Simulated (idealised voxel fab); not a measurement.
process module | voxel ribs on slabs
cross-section cut | 290 nm wide | cells 5 nm
A cross-section is a grid of square cells, given in bands from the top down. A band is one or more rows of cells.
Each band's line starts with the height of the band's top and of its bottom, in nm. Then come its materials from left to right, each with its width in nm. One material with "throughout" fills the band from edge to edge. "air" is empty space.
Height 0 is the level under which the wafer as received is all one material. The lowest band goes on downwards, as in "0 down".
A width such as "30 to 40" changes by the same amount from each row of cells to the next, from the band's top row to its bottom row.
"no change" after a step means that no cell of the cross-section changed.
closed voids: empty space of 8 cells or more with no open way to the top, each as width x height at its distance from the left edge, in nm
after a step's settings: what the simulator itself notes on the step
overlay nm, on a step with a mask: how far to the right of its planned place the mask lay; to the left if negative
Each pair below shows a cross-section before one step and the cross-section after it, down to the lowest band that changed. The line under each pair gives the step between them, with its settings. The pairs can come from different runs of this module on the same starting wafer, so a pair continues from the pair above only where its "before" says so.
before
  0 down: Si throughout
  closed voids: none
after
  25 to 0: SiO2 throughout
  below 0: unchanged
  closed voids: none
the step between: op DIRECTIONAL_DEP | material SiO2 | thk nm 25
before: the cross-section after the pair above
after
  40 to 25: SiN throughout
  below 25: unchanged
  closed voids: none
the step between: op DIRECTIONAL_DEP | material SiN | thk nm 15
before: the cross-section after the pair above
after
  55 to 40: aC throughout
  below 40: unchanged
  closed voids: none
the step between: op DIRECTIONAL_DEP | material aC | thk nm 15
before: the cross-section after the pair above
after
  85 to 55: air 130 | resist 25 | air 135
  below 55: unchanged
  closed voids: none
the step between: op PATTERN | tone cover | mask id RIB | material resist | width nm 25 | thk nm 30 | overlay nm 0
before: the cross-section after the pair above
after
  70 to 55: air 130 | resist 25 | air 135
  55 to 40: air 130 | aC 25 | air 135
  below 40: unchanged
  closed voids: none
the step between: op DIRECTIONAL_ETCH | etch materials aC | depth nm 15
before: the cross-section after the pair above
after
  55 to 40: air 130 | aC 25 | air 135
  below 40: unchanged
  closed voids: none
the step between: op STRIP | etch materials resist
before: the cross-section after the pair above
after
  55 to 40: air 130 | aC 25 | air 135
  40 to 30: air 130 | SiN 25 | air 135
  below 30: unchanged
  closed voids: none
the step between: op DIRECTIONAL_ETCH | etch materials SiN | depth nm 10
before: the cross-section after the pair above
after
  40 to 30: air 130 | SiN 25 | air 135
  below 30: unchanged
  closed voids: none
the step between: op STRIP | etch materials aC
before: the cross-section after the pair above
after
  50 to 40: air 130 | aC 25 | air 135
  40 to 30: aC 130 | SiN 25 | aC 135
  below 30: unchanged
  closed voids: none
the step between: op DIRECTIONAL_DEP | material aC | thk nm 10
before: the cross-section after the pair above
after
  75 to 50: air 100 | resist 85 | air 105
  50 to 40: air 100 | resist 30 | aC 25 | resist 30 | air 105
  below 40: unchanged
  closed voids: none
the step between: op PATTERN | tone cover | mask id SLAB | material resist | width nm 85 | thk nm 25 | overlay nm 0
before: the cross-section after the pair above
after
  65 to 50: air 100 | resist 85 | air 105
  50 to 40: air 100 | resist 30 | aC 25 | resist 30 | air 105
  40 to 30: air 100 | aC 30 | SiN 25 | aC 30 | air 105
  below 30: unchanged
  closed voids: none
the step between: op DIRECTIONAL_ETCH | etch materials aC | depth nm 10
before: the cross-section after the pair above
after
  50 to 40: air 130 | aC 25 | air 135
  below 40: unchanged
  closed voids: none
the step between: op STRIP | etch materials resist
before: the cross-section after the pair above
after
  50 to 40: air 130 | aC 25 | air 135
  40 to 30: air 100 | aC 30 | SiN 25 | aC 30 | air 105
  30 to 25: air 100 | SiN 85 | air 105
  below 25: unchanged
  closed voids: none
the step between: op DIRECTIONAL_ETCH | etch materials SiN | depth nm 5
before: the cross-section after the pair above
after
  40 to 30: air 130 | SiN 25 | air 135
  below 30: unchanged
  closed voids: none
the step between: op STRIP | etch materials aC
before: the cross-section after the pair above
after
  55 to 40: SiO2 throughout
  40 to 30: SiO2 130 | SiN 25 | SiO2 135
  30 to 25: SiO2 100 | SiN 85 | SiO2 105
  below 25: unchanged
  closed voids: none
the step between: op FILL_DEP | material SiO2 | thk nm 15
before: the cross-section after the pair above
after
  50 to 40: SiO2 throughout
  below 40: unchanged
  closed voids: none
the step between: op CMP | height nm 50
before: the cross-section after the pair above
after
  60 to 50: TiN throughout
  below 50: unchanged
  closed voids: none
the step between: op DIRECTIONAL_DEP | material TiN | thk nm 10
before: the cross-section after the pair above
after
  75 to 60: aC throughout
  below 60: unchanged
  closed voids: none
the step between: op DIRECTIONAL_DEP | material aC | thk nm 15
before: the cross-section after the pair above
after
  105 to 75: air 125 | resist 35 | air 130
  below 75: unchanged
  closed voids: none
the step between: op PATTERN | tone cover | mask id HEATER | material resist | width nm 35 | thk nm 30 | overlay nm 0
before: the cross-section after the pair above
after
  90 to 75: air 125 | resist 35 | air 130
  75 to 60: air 125 | aC 35 | air 130
  below 60: unchanged
  closed voids: none
the step between: op DIRECTIONAL_ETCH | etch materials aC | depth nm 15
before: the cross-section after the pair above
after
  75 to 60: air 125 | aC 35 | air 130
  below 60: unchanged
  closed voids: none
the step between: op STRIP | etch materials resist
before: the cross-section after the pair above
after
  75 to 60: air 125 | aC 35 | air 130
  60 to 50: air 125 | TiN 35 | air 130
  below 50: unchanged
  closed voids: none
the step between: op DIRECTIONAL_ETCH | etch materials TiN | depth nm 10
before: the cross-section after the pair above
after
  60 to 50: air 125 | TiN 35 | air 130
  below 50: unchanged
  closed voids: none
the step between: op STRIP | etch materials aC
before: the cross-section after the pair above
after
  70 to 60: air 115 | SiN 55 | air 120
  60 to 50: SiN 125 | TiN 35 | SiN 130
  below 50: unchanged
  closed voids: none
the step between: op CONFORMAL_DEP | material SiN | thk nm 10
before
  40 to 25: SiN throughout
  25 to 0: SiO2 throughout
  0 down: Si throughout
  closed voids: none
after
  55 to 25: SiN throughout
  below 25: unchanged
  closed voids: none
the step between: op DIRECTIONAL_DEP | material SiN | thk nm 15
before: the cross-section after the pair above
after
  70 to 55: aC throughout
  below 55: unchanged
  closed voids: none
the step between: op DIRECTIONAL_DEP | material aC | thk nm 15
before: the cross-section after the pair above
after
  100 to 70: air 130 | resist 25 | air 135
  below 70: unchanged
  closed voids: none
the step between: op PATTERN | tone cover | mask id RIB | material resist | width nm 25 | thk nm 30 | overlay nm 0
before: the cross-section after the pair above
after
  85 to 70: air 130 | resist 25 | air 135
  70 to 55: air 130 | aC 25 | air 135
  below 55: unchanged
  closed voids: none
the step between: op DIRECTIONAL_ETCH | etch materials aC | depth nm 15
before: the cross-section after the pair above
after
  70 to 55: air 130 | aC 25 | air 135
  below 55: unchanged
  closed voids: none
the step between: op STRIP | etch materials resist
before: the cross-section after the pair above
after
  70 to 55: air 130 | aC 25 | air 135
  55 to 45: air 130 | SiN 25 | air 135
  below 45: unchanged
  closed voids: none
the step between: op DIRECTIONAL_ETCH | etch materials SiN | depth nm 10
before: the cross-section after the pair above
after
  55 to 45: air 130 | SiN 25 | air 135
  below 45: unchanged
  closed voids: none
the step between: op STRIP | etch materials aC
before: the cross-section after the pair above
after
  65 to 55: air 130 | aC 25 | air 135
  55 to 45: aC 130 | SiN 25 | aC 135
  below 45: unchanged
  closed voids: none
the step between: op DIRECTIONAL_DEP | material aC | thk nm 10
before: the cross-section after the pair above
after
  90 to 65: air 100 | resist 85 | air 105
  65 to 55: air 100 | resist 30 | aC 25 | resist 30 | air 105
  below 55: unchanged
  closed voids: none
the step between: op PATTERN | tone cover | mask id SLAB | material resist | width nm 85 | thk nm 25 | overlay nm 0
before: the cross-section after the pair above
after
  80 to 65: air 100 | resist 85 | air 105
  65 to 55: air 100 | resist 30 | aC 25 | resist 30 | air 105
  55 to 45: air 100 | aC 30 | SiN 25 | aC 30 | air 105
  below 45: unchanged
  closed voids: none
the step between: op DIRECTIONAL_ETCH | etch materials aC | depth nm 10
before: the cross-section after the pair above
after
  65 to 55: air 130 | aC 25 | air 135
  below 55: unchanged
  closed voids: none
the step between: op STRIP | etch materials resist
before: the cross-section after the pair above
after
  65 to 55: air 130 | aC 25 | air 135
  55 to 45: air 100 | aC 30 | SiN 25 | aC 30 | air 105
  45 to 40: air 100 | SiN 85 | air 105
  below 40: unchanged
  closed voids: none
the step between: op DIRECTIONAL_ETCH | etch materials SiN | depth nm 5
before: the cross-section after the pair above
after
  55 to 45: air 130 | SiN 25 | air 135
  below 45: unchanged
  closed voids: none
the step between: op STRIP | etch materials aC
before: the cross-section after the pair above
after
  70 to 55: SiO2 throughout
  55 to 45: SiO2 130 | SiN 25 | SiO2 135
  45 to 40: SiO2 100 | SiN 85 | SiO2 105
  below 40: unchanged
  closed voids: none
the step between: op FILL_DEP | material SiO2 | thk nm 15
before: the cross-section after the pair above
after
  50 to 40: SiO2 130 to 100 | SiN 25 to 85 | SiO2 135 to 105
  below 40: unchanged
  closed voids: none
the step between: op CMP | height nm 50
before: the cross-section after the pair above
after
  60 to 50: TiN throughout
  below 50: unchanged
  closed voids: none
the step between: op DIRECTIONAL_DEP | material TiN | thk nm 10
before: the cross-section after the pair above
after
  75 to 60: aC throughout
  below 60: unchanged
  closed voids: none
the step between: op DIRECTIONAL_DEP | material aC | thk nm 15
before: the cross-section after the pair above
after
  105 to 75: air 125 | resist 35 | air 130
  below 75: unchanged
  closed voids: none
the step between: op PATTERN | tone cover | mask id HEATER | material resist | width nm 35 | thk nm 30 | overlay nm 0
before: the cross-section after the pair above
after
  90 to 75: air 125 | resist 35 | air 130
  75 to 60: air 125 | aC 35 | air 130
  below 60: unchanged
  closed voids: none
the step between: op DIRECTIONAL_ETCH | etch materials aC | depth nm 15
before: the cross-section after the pair above
after
  75 to 60: air 125 | aC 35 | air 130
  below 60: unchanged
  closed voids: none
the step between: op STRIP | etch materials resist
before: the cross-section after the pair above
after
  75 to 60: air 125 | aC 35 | air 130
  60 to 50: air 125 | TiN 35 | air 130
  below 50: unchanged
  closed voids: none
the step between: op DIRECTIONAL_ETCH | etch materials TiN | depth nm 10
before: the cross-section after the pair above
after
  60 to 50: air 125 | TiN 35 | air 130
  below 50: unchanged
  closed voids: none
the step between: op STRIP | etch materials aC
before: the cross-section after the pair above
after
  70 to 60: air 115 | SiN 55 | air 120
  60 to 50: SiN 125 | TiN 35 | SiN 130
  below 50: unchanged
  closed voids: none
the step between: op CONFORMAL_DEP | material SiN | thk nm 10
before
  0 down: Si throughout
  closed voids: none
after
  15 to 0: SiN throughout
  below 0: unchanged
  closed voids: none
the step between: op DIRECTIONAL_DEP | material SiN | thk nm 15
before: the cross-section after the pair above
after
  40 to 15: SiO2 throughout
  below 15: unchanged
  closed voids: none
the step between: op DIRECTIONAL_DEP | material SiO2 | thk nm 25
before: the cross-section after the pair above
after
  55 to 40: aC throughout
  below 40: unchanged
  closed voids: none
the step between: op DIRECTIONAL_DEP | material aC | thk nm 15
before: the cross-section after the pair above
after
  85 to 55: air 130 | resist 25 | air 135
  below 55: unchanged
  closed voids: none
the step between: op PATTERN | tone cover | mask id RIB | material resist | width nm 25 | thk nm 30 | overlay nm 0
before: the cross-section after the pair above
after
  70 to 55: air 130 | resist 25 | air 135
  55 to 40: air 130 | aC 25 | air 135
  below 40: unchanged
  closed voids: none
the step between: op DIRECTIONAL_ETCH | etch materials aC | depth nm 15
before: the cross-section after the pair above
after
  55 to 40: air 130 | aC 25 | air 135
  below 40: unchanged
  closed voids: none
the step between: op STRIP | etch materials resist
before: the cross-section after the pair above
after
  40 to 15: SiO2 throughout
  below 15: unchanged
  closed voids: none
the step between: op STRIP | etch materials aC
before: the cross-section after the pair above
after
  50 to 40: aC throughout
  below 40: unchanged
  closed voids: none
the step between: op DIRECTIONAL_DEP | material aC | thk nm 10
before: the cross-section after the pair above
after
  75 to 50: air 100 | resist 85 | air 105
  below 50: unchanged
  closed voids: none
the step between: op PATTERN | tone cover | mask id SLAB | material resist | width nm 85 | thk nm 25 | overlay nm 0
before: the cross-section after the pair above
after
  65 to 50: air 100 | resist 85 | air 105
  50 to 40: air 100 | aC 85 | air 105
  below 40: unchanged
  closed voids: none
the step between: op DIRECTIONAL_ETCH | etch materials aC | depth nm 10
before: the cross-section after the pair above
after
  50 to 40: air 100 | aC 85 | air 105
  below 40: unchanged
  closed voids: none
the step between: op STRIP | etch materials resist
before: the cross-section after the pair above
after
  40 to 15: SiO2 throughout
  below 15: unchanged
  closed voids: none
the step between: op STRIP | etch materials aC
before: the cross-section after the pair above
after
  55 to 15: SiO2 throughout
  below 15: unchanged
  closed voids: none
the step between: op FILL_DEP | material SiO2 | thk nm 15
before: the cross-section after the pair above
after
  50 to 15: SiO2 throughout
  below 15: unchanged
  closed voids: none
the step between: op CMP | height nm 50
before: the cross-section after the pair above
after
  60 to 50: TiN throughout
  below 50: unchanged
  closed voids: none
the step between: op DIRECTIONAL_DEP | material TiN | thk nm 10
before: the cross-section after the pair above
after
  75 to 60: aC throughout
  below 60: unchanged
  closed voids: none
the step between: op DIRECTIONAL_DEP | material aC | thk nm 15
before: the cross-section after the pair above
after
  105 to 75: air 125 | resist 35 | air 130
  below 75: unchanged
  closed voids: none
the step between: op PATTERN | tone cover | mask id HEATER | material resist | width nm 35 | thk nm 30 | overlay nm 0
before: the cross-section after the pair above
after
  90 to 75: air 125 | resist 35 | air 130
  75 to 60: air 125 | aC 35 | air 130
  below 60: unchanged
  closed voids: none
the step between: op DIRECTIONAL_ETCH | etch materials aC | depth nm 15
before: the cross-section after the pair above
after
  75 to 60: air 125 | aC 35 | air 130
  below 60: unchanged
  closed voids: none
the step between: op STRIP | etch materials resist
before: the cross-section after the pair above
after
  75 to 60: air 125 | aC 35 | air 130
  60 to 50: air 125 | TiN 35 | air 130
  below 50: unchanged
  closed voids: none
the step between: op DIRECTIONAL_ETCH | etch materials TiN | depth nm 10
before: the cross-section after the pair above
after
  60 to 50: air 125 | TiN 35 | air 130
  below 50: unchanged
  closed voids: none
the step between: op STRIP | etch materials aC
before: the cross-section after the pair above
after
  70 to 60: air 115 | SiN 55 | air 120
  60 to 50: SiN 125 | TiN 35 | SiN 130
  below 50: unchanged
  closed voids: none
the step between: op CONFORMAL_DEP | material SiN | thk nm 10
before
  0 down: Si throughout
  closed voids: none
after
  20 to 0: SiO2 throughout
  below 0: unchanged
  closed voids: none
the step between: op DIRECTIONAL_DEP | material SiO2 | thk nm 20
before: the cross-section after the pair above
after
  35 to 20: SiN throughout
  below 20: unchanged
  closed voids: none
the step between: op DIRECTIONAL_DEP | material SiN | thk nm 15
before: the cross-section after the pair above
after
  50 to 35: aC throughout
  below 35: unchanged
  closed voids: none
the step between: op DIRECTIONAL_DEP | material aC | thk nm 15
before: the cross-section after the pair above
after
  80 to 50: air 130 | resist 25 | air 135
  below 50: unchanged
  closed voids: none
the step between: op PATTERN | tone cover | mask id RIB | material resist | width nm 25 | thk nm 30 | overlay nm 0
before: the cross-section after the pair above
after
  65 to 50: air 130 | resist 25 | air 135
  50 to 35: air 130 | aC 25 | air 135
  below 35: unchanged
  closed voids: none
the step between: op DIRECTIONAL_ETCH | etch materials aC | depth nm 15
before: the cross-section after the pair above
after
  50 to 35: air 130 | aC 25 | air 135
  below 35: unchanged
  closed voids: none
the step between: op STRIP | etch materials resist
before: the cross-section after the pair above
after
  50 to 35: air 130 | aC 25 | air 135
  35 to 25: air 130 | SiN 25 | air 135
  below 25: unchanged
  closed voids: none
the step between: op DIRECTIONAL_ETCH | etch materials SiN | depth nm 10
before: the cross-section after the pair above
after
  35 to 25: air 130 | SiN 25 | air 135
  below 25: unchanged
  closed voids: none
the step between: op STRIP | etch materials aC
before: the cross-section after the pair above
after
  45 to 35: air 130 | aC 25 | air 135
  35 to 25: aC 130 | SiN 25 | aC 135
  below 25: unchanged
  closed voids: none
the step between: op DIRECTIONAL_DEP | material aC | thk nm 10
before: the cross-section after the pair above
after
  70 to 45: air 100 | resist 85 | air 105
  45 to 35: air 100 | resist 30 | aC 25 | resist 30 | air 105
  below 35: unchanged
  closed voids: none
the step between: op PATTERN | tone cover | mask id SLAB | material resist | width nm 85 | thk nm 25 | overlay nm 0
before: the cross-section after the pair above
after
  60 to 45: air 100 | resist 85 | air 105
  45 to 35: air 100 | resist 30 | aC 25 | resist 30 | air 105
  35 to 25: air 100 | aC 30 | SiN 25 | aC 30 | air 105
  below 25: unchanged
  closed voids: none
the step between: op DIRECTIONAL_ETCH | etch materials aC | depth nm 10
before: the cross-section after the pair above
after
  45 to 35: air 130 | aC 25 | air 135
  below 35: unchanged
  closed voids: none
the step between: op STRIP | etch materials resist
before: the cross-section after the pair above
after
  45 to 35: air 130 | aC 25 | air 135
  35 to 25: air 100 | aC 30 | SiN 25 | aC 30 | air 105
  25 to 20: air 100 | SiN 85 | air 105
  below 20: unchanged
  closed voids: none
the step between: op DIRECTIONAL_ETCH | etch materials SiN | depth nm 5
before: the cross-section after the pair above
after
  35 to 25: air 130 | SiN 25 | air 135
  below 25: unchanged
  closed voids: none
the step between: op STRIP | etch materials aC
before: the cross-section after the pair above
after
  50 to 35: SiO2 throughout
  35 to 25: SiO2 130 | SiN 25 | SiO2 135
  25 to 20: SiO2 100 | SiN 85 | SiO2 105
  below 20: unchanged
  closed voids: none
the step between: op FILL_DEP | material SiO2 | thk nm 15
before: the cross-section after the pair above
after
  60 to 50: TiN throughout
  below 50: unchanged
  closed voids: none
the step between: op DIRECTIONAL_DEP | material TiN | thk nm 10
before: the cross-section after the pair above
after
  75 to 60: aC throughout
  below 60: unchanged
  closed voids: none
the step between: op DIRECTIONAL_DEP | material aC | thk nm 15
before: the cross-section after the pair above
after
  105 to 75: air 125 | resist 35 | air 130
  below 75: unchanged
  closed voids: none
the step between: op PATTERN | tone cover | mask id HEATER | material resist | width nm 35 | thk nm 30 | overlay nm 0
before: the cross-section after the pair above
after
  90 to 75: air 125 | resist 35 | air 130
  75 to 60: air 125 | aC 35 | air 130
  below 60: unchanged
  closed voids: none
the step between: op DIRECTIONAL_ETCH | etch materials aC | depth nm 15
before: the cross-section after the pair above
after
  75 to 60: air 125 | aC 35 | air 130
  below 60: unchanged
  closed voids: none
the step between: op STRIP | etch materials resist
before: the cross-section after the pair above
after
  75 to 60: air 125 | aC 35 | air 130
  60 to 50: air 125 | TiN 35 | air 130
  below 50: unchanged
  closed voids: none
the step between: op DIRECTIONAL_ETCH | etch materials TiN | depth nm 10
before: the cross-section after the pair above
after
  60 to 50: air 125 | TiN 35 | air 130
  below 50: unchanged
  closed voids: none
the step between: op STRIP | etch materials aC
before: the cross-section after the pair above
after
  70 to 60: air 115 | SiN 55 | air 120
  60 to 50: SiN 125 | TiN 35 | SiN 130
  below 50: unchanged
  closed voids: none
the step between: op CONFORMAL_DEP | material SiN | thk nm 10
before
  75 to 60: aC throughout
  60 to 50: TiN throughout
  50 to 40: SiO2 throughout
  40 to 30: SiO2 130 | SiN 25 | SiO2 135
  30 to 25: SiO2 100 | SiN 85 | SiO2 105
  25 to 0: SiO2 throughout
  0 down: Si throughout
  closed voids: none
after
  105 to 75: air 130 | resist 30 | air 130
  below 75: unchanged
  closed voids: none
the step between: op PATTERN | tone cover | mask id HEATER | material resist | width nm 30 | thk nm 30 | overlay nm 0
before: the cross-section after the pair above
after
  90 to 75: air 130 | resist 30 | air 130
  75 to 60: air 130 | aC 30 | air 130
  below 60: unchanged
  closed voids: none
the step between: op DIRECTIONAL_ETCH | etch materials aC | depth nm 15
before: the cross-section after the pair above
after
  75 to 60: air 130 | aC 30 | air 130
  below 60: unchanged
  closed voids: none
the step between: op STRIP | etch materials resist
before: the cross-section after the pair above
after
  75 to 60: air 130 | aC 30 | air 130
  60 to 50: air 130 | TiN 30 | air 130
  below 50: unchanged
  closed voids: none
the step between: op DIRECTIONAL_ETCH | etch materials TiN | depth nm 10
before: the cross-section after the pair above
after
  60 to 50: air 130 | TiN 30 | air 130
  below 50: unchanged
  closed voids: none
the step between: op STRIP | etch materials aC
before: the cross-section after the pair above
after
  70 to 60: air 120 | SiN 50 | air 120
  60 to 50: SiN 130 | TiN 30 | SiN 130
  below 50: unchanged
  closed voids: none
the step between: op CONFORMAL_DEP | material SiN | thk nm 10
before
  55 to 40: aC throughout
  40 to 25: SiN throughout
  25 to 0: SiO2 throughout
  0 down: Si throughout
  closed voids: none
after
  85 to 55: air 140 | resist 25 | air 125
  below 55: unchanged
  closed voids: none
the step between: op PATTERN | tone cover | mask id RIB | material resist | width nm 25 | thk nm 30 | overlay nm 10
before: the cross-section after the pair above
after
  70 to 55: air 140 | resist 25 | air 125
  55 to 40: air 140 | aC 25 | air 125
  below 40: unchanged
  closed voids: none
the step between: op DIRECTIONAL_ETCH | etch materials aC | depth nm 15
before: the cross-section after the pair above
after
  55 to 40: air 140 | aC 25 | air 125
  below 40: unchanged
  closed voids: none
the step between: op STRIP | etch materials resist
before: the cross-section after the pair above
after
  55 to 40: air 140 | aC 25 | air 125
  40 to 30: air 140 | SiN 25 | air 125
  below 30: unchanged
  closed voids: none
the step between: op DIRECTIONAL_ETCH | etch materials SiN | depth nm 10
before: the cross-section after the pair above
after
  40 to 30: air 140 | SiN 25 | air 125
  below 30: unchanged
  closed voids: none
the step between: op STRIP | etch materials aC
before: the cross-section after the pair above
after
  50 to 40: air 140 | aC 25 | air 125
  40 to 30: aC 140 | SiN 25 | aC 125
  below 30: unchanged
  closed voids: none
the step between: op DIRECTIONAL_DEP | material aC | thk nm 10
before: the cross-section after the pair above
after
  75 to 50: air 100 | resist 85 | air 105
  50 to 40: air 100 | resist 40 | aC 25 | resist 20 | air 105
  below 40: unchanged
  closed voids: none
the step between: op PATTERN | tone cover | mask id SLAB | material resist | width nm 85 | thk nm 25 | overlay nm 0
before: the cross-section after the pair above
after
  65 to 50: air 100 | resist 85 | air 105
  50 to 40: air 100 | resist 40 | aC 25 | resist 20 | air 105
  40 to 30: air 100 | aC 40 | SiN 25 | aC 20 | air 105
  below 30: unchanged
  closed voids: none
the step between: op DIRECTIONAL_ETCH | etch materials aC | depth nm 10
before: the cross-section after the pair above
after
  50 to 40: air 140 | aC 25 | air 125
  below 40: unchanged
  closed voids: none
the step between: op STRIP | etch materials resist
before: the cross-section after the pair above
after
  50 to 40: air 140 | aC 25 | air 125
  40 to 30: air 100 | aC 40 | SiN 25 | aC 20 | air 105
  30 to 25: air 100 | SiN 85 | air 105
  below 25: unchanged
  closed voids: none
the step between: op DIRECTIONAL_ETCH | etch materials SiN | depth nm 5
before: the cross-section after the pair above
after
  40 to 30: air 140 | SiN 25 | air 125
  below 30: unchanged
  closed voids: none
the step between: op STRIP | etch materials aC
before: the cross-section after the pair above
after
  55 to 40: SiO2 throughout
  40 to 30: SiO2 140 | SiN 25 | SiO2 125
  30 to 25: SiO2 100 | SiN 85 | SiO2 105
  below 25: unchanged
  closed voids: none
the step between: op FILL_DEP | material SiO2 | thk nm 15
before: the cross-section after the pair above
after
  50 to 40: SiO2 throughout
  below 40: unchanged
  closed voids: none
the step between: op CMP | height nm 50
before: the cross-section after the pair above
after
  60 to 50: TiN throughout
  below 50: unchanged
  closed voids: none
the step between: op DIRECTIONAL_DEP | material TiN | thk nm 10
before: the cross-section after the pair above
after
  75 to 60: aC throughout
  below 60: unchanged
  closed voids: none
the step between: op DIRECTIONAL_DEP | material aC | thk nm 15
before: the cross-section after the pair above
after
  105 to 75: air 125 | resist 35 | air 130
  below 75: unchanged
  closed voids: none
the step between: op PATTERN | tone cover | mask id HEATER | material resist | width nm 35 | thk nm 30 | overlay nm 0
before: the cross-section after the pair above
after
  90 to 75: air 125 | resist 35 | air 130
  75 to 60: air 125 | aC 35 | air 130
  below 60: unchanged
  closed voids: none
the step between: op DIRECTIONAL_ETCH | etch materials aC | depth nm 15
before: the cross-section after the pair above
after
  75 to 60: air 125 | aC 35 | air 130
  below 60: unchanged
  closed voids: none
the step between: op STRIP | etch materials resist
before: the cross-section after the pair above
after
  75 to 60: air 125 | aC 35 | air 130
  60 to 50: air 125 | TiN 35 | air 130
  below 50: unchanged
  closed voids: none
the step between: op DIRECTIONAL_ETCH | etch materials TiN | depth nm 10
before: the cross-section after the pair above
after
  60 to 50: air 125 | TiN 35 | air 130
  below 50: unchanged
  closed voids: none
the step between: op STRIP | etch materials aC
before: the cross-section after the pair above
after
  70 to 60: air 115 | SiN 55 | air 120
  60 to 50: SiN 125 | TiN 35 | SiN 130
  below 50: unchanged
  closed voids: none
the step between: op CONFORMAL_DEP | material SiN | thk nm 10
before
  0 down: Si throughout
  closed voids: none
after
  25 to 0: TiN throughout
  below 0: unchanged
  closed voids: none
the step between: op DIRECTIONAL_DEP | material TiN | thk nm 25
before: the cross-section after the pair above
after
  40 to 25: SiN throughout
  below 25: unchanged
  closed voids: none
the step between: op DIRECTIONAL_DEP | material SiN | thk nm 15
before: the cross-section after the pair above
after
  55 to 40: aC throughout
  below 40: unchanged
  closed voids: none
the step between: op DIRECTIONAL_DEP | material aC | thk nm 15
before: the cross-section after the pair above
after
  85 to 55: air 130 | resist 25 | air 135
  below 55: unchanged
  closed voids: none
the step between: op PATTERN | tone cover | mask id RIB | material resist | width nm 25 | thk nm 30 | overlay nm 0
before: the cross-section after the pair above
after
  70 to 55: air 130 | resist 25 | air 135
  55 to 40: air 130 | aC 25 | air 135
  below 40: unchanged
  closed voids: none
the step between: op DIRECTIONAL_ETCH | etch materials aC | depth nm 15
before: the cross-section after the pair above
after
  55 to 40: air 130 | aC 25 | air 135
  below 40: unchanged
  closed voids: none
the step between: op STRIP | etch materials resist
before: the cross-section after the pair above
after
  55 to 40: air 130 | aC 25 | air 135
  40 to 30: air 130 | SiN 25 | air 135
  below 30: unchanged
  closed voids: none
the step between: op DIRECTIONAL_ETCH | etch materials SiN | depth nm 10
before: the cross-section after the pair above
after
  40 to 30: air 130 | SiN 25 | air 135
  below 30: unchanged
  closed voids: none
the step between: op STRIP | etch materials aC
before: the cross-section after the pair above
after
  50 to 40: air 130 | aC 25 | air 135
  40 to 30: aC 130 | SiN 25 | aC 135
  below 30: unchanged
  closed voids: none
the step between: op DIRECTIONAL_DEP | material aC | thk nm 10
before: the cross-section after the pair above
after
  75 to 50: air 100 | resist 85 | air 105
  50 to 40: air 100 | resist 30 | aC 25 | resist 30 | air 105
  below 40: unchanged
  closed voids: none
the step between: op PATTERN | tone cover | mask id SLAB | material resist | width nm 85 | thk nm 25 | overlay nm 0
before: the cross-section after the pair above
after
  65 to 50: air 100 | resist 85 | air 105
  50 to 40: air 100 | resist 30 | aC 25 | resist 30 | air 105
  40 to 30: air 100 | aC 30 | SiN 25 | aC 30 | air 105
  below 30: unchanged
  closed voids: none
the step between: op DIRECTIONAL_ETCH | etch materials aC | depth nm 10
before: the cross-section after the pair above
after
  50 to 40: air 130 | aC 25 | air 135
  below 40: unchanged
  closed voids: none
the step between: op STRIP | etch materials resist
before: the cross-section after the pair above
after
  50 to 40: air 130 | aC 25 | air 135
  40 to 30: air 100 | aC 30 | SiN 25 | aC 30 | air 105
  30 to 25: air 100 | SiN 85 | air 105
  below 25: unchanged
  closed voids: none
the step between: op DIRECTIONAL_ETCH | etch materials SiN | depth nm 5
before: the cross-section after the pair above
after
  40 to 30: air 130 | SiN 25 | air 135
  below 30: unchanged
  closed voids: none
the step between: op STRIP | etch materials aC
before: the cross-section after the pair above
after
  55 to 40: SiO2 throughout
  40 to 30: SiO2 130 | SiN 25 | SiO2 135
  30 to 25: SiO2 100 | SiN 85 | SiO2 105
  below 25: unchanged
  closed voids: none
the step between: op FILL_DEP | material SiO2 | thk nm 15
before: the cross-section after the pair above
after
  50 to 40: SiO2 throughout
  below 40: unchanged
  closed voids: none
the step between: op CMP | height nm 50
before: the cross-section after the pair above
after
  60 to 50: TiN throughout
  below 50: unchanged
  closed voids: none
the step between: op DIRECTIONAL_DEP | material TiN | thk nm 10
before: the cross-section after the pair above
after
  75 to 60: aC throughout
  below 60: unchanged
  closed voids: none
the step between: op DIRECTIONAL_DEP | material aC | thk nm 15
before: the cross-section after the pair above
after
  105 to 75: air 125 | resist 35 | air 130
  below 75: unchanged
  closed voids: none
the step between: op PATTERN | tone cover | mask id HEATER | material resist | width nm 35 | thk nm 30 | overlay nm 0
before: the cross-section after the pair above
after
  90 to 75: air 125 | resist 35 | air 130
  75 to 60: air 125 | aC 35 | air 130
  below 60: unchanged
  closed voids: none
the step between: op DIRECTIONAL_ETCH | etch materials aC | depth nm 15
before: the cross-section after the pair above
after
  75 to 60: air 125 | aC 35 | air 130
  below 60: unchanged
  closed voids: none
the step between: op STRIP | etch materials resist
before: the cross-section after the pair above
after
  75 to 60: air 125 | aC 35 | air 130
  60 to 50: air 125 | TiN 35 | air 130
  below 50: unchanged
  closed voids: none
the step between: op DIRECTIONAL_ETCH | etch materials TiN | depth nm 10
before: the cross-section after the pair above
after
  60 to 50: air 125 | TiN 35 | air 130
  below 50: unchanged
  closed voids: none
the step between: op STRIP | etch materials aC
before: the cross-section after the pair above
after
  70 to 60: air 115 | SiN 55 | air 120
  60 to 50: SiN 125 | TiN 35 | SiN 130
  below 50: unchanged
  closed voids: none
the step between: op CONFORMAL_DEP | material SiN | thk nm 10
before
  75 to 60: aC throughout
  60 to 50: TiN throughout
  50 to 40: SiO2 throughout
  40 to 30: SiO2 130 | SiN 25 | SiO2 135
  30 to 25: SiO2 100 | SiN 85 | SiO2 105
  25 to 0: SiO2 throughout
  0 down: Si throughout
  closed voids: none
after
  105 to 75: resist 125 | air 35 | resist 130
  below 75: unchanged
  closed voids: none
the step between: op PATTERN | tone open | mask id HEATER | material resist | width nm 35 | thk nm 30 | overlay nm 0
before: the cross-section after the pair above
after
  90 to 75: resist 125 | air 35 | resist 130
  75 to 60: aC 125 | air 35 | aC 130
  below 60: unchanged
  closed voids: none
the step between: op DIRECTIONAL_ETCH | etch materials aC | depth nm 15
before: the cross-section after the pair above
after
  75 to 60: aC 125 | air 35 | aC 130
  below 60: unchanged
  closed voids: none
the step between: op STRIP | etch materials resist
before: the cross-section after the pair above
after
  75 to 60: aC 125 | air 35 | aC 130
  60 to 50: TiN 125 | air 35 | TiN 130
  below 50: unchanged
  closed voids: none
the step between: op DIRECTIONAL_ETCH | etch materials TiN | depth nm 10
before: the cross-section after the pair above
after
  60 to 50: TiN 125 | air 35 | TiN 130
  below 50: unchanged
  closed voids: none
the step between: op STRIP | etch materials aC
before: the cross-section after the pair above
after
  70 to 60: SiN 135 | air 15 | SiN 140
  60 to 50: TiN 125 | SiN 35 | TiN 130
  below 50: unchanged
  closed voids: none
the step between: op CONFORMAL_DEP | material SiN | thk nm 10
